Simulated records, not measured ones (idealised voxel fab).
process module | voxel local oxidation
cross-section cut | 270 nm wide | cells 5 nm
A cross-section is a grid of square cells, given in bands from the top down. A band is one or more rows of cells.
Each band's line starts with the height of the band's top and of its bottom, in nm. Then come its materials from left to right, each with its width in nm. One material with "throughout" fills the band from edge to edge. "air" is empty space.
Height 0 is the level under which the wafer as received is all one material. The lowest band goes on downwards, as in "0 down".
A width such as "30 to 40" changes by the same amount from each row of cells to the next, from the band's top row to its bottom row.
"no change" after a step means that no cell of the cross-section changed.
closed voids: empty space of 8 cells or more with no open way to the top, each as width x height at its distance from the left edge, in nm
after a step's settings: what the simulator itself notes on the step
overlay nm, on a step with a mask: how far to the right of its planned place the mask lay; to the left if negative
plan
1 op RECEIVE | material Si
2 op CONFORMAL_DEP | material SiO2 | thk nm 5
3 op CONFORMAL_DEP | material SiN | thk nm 10
4 op PATTERN | tone cover | mask id ACTIVE | material resist | width nm 100 | thk nm 20 | overlay nm 0
5 op DIRECTIONAL_ETCH | etch materials SiN | depth nm 10
6 op STRIP | etch materials resist
7 op SELECTIVE_ETCH | etch materials SiO2 | depth nm 5
8 op OXIDIZE | depth nm 10
9 op STRIP | etch materials SiN
varied across the wafers: width nm of step 4. The plan shows the first wafer's value. All wafers start alike
first wafer as received, after step 1
  0 down: Si throughout
  closed voids: none
first wafer at the end, after step 9
  5 to 0: air 90 | SiO2 90 | air 90
  0 to -10: SiO2 100 | Si 70 | SiO2 100
  -10 down: Si throughout
  closed voids: none
last wafer at the end
  5 to 0: air 80 | SiO2 115 | air 75
  0 to -10: SiO2 90 | Si 95 | SiO2 85
  -10 down: Si throughout
  closed voids: none
each wafer at the end: cells of each material gained (+) or lost (-) since it was received, then its closed voids
width nm 100 | -80 Si | +98 SiO2 | closed voids: none
width nm 105 | -78 Si | +97 SiO2 | closed voids: none
width nm 110 | -76 Si | +96 SiO2 | closed voids: none
width nm 115 | -74 Si | +95 SiO2 | closed voids: none
width nm 120 | -72 Si | +94 SiO2 | closed voids: none
width nm 125 | -70 Si | +93 SiO2 | closed voids: none
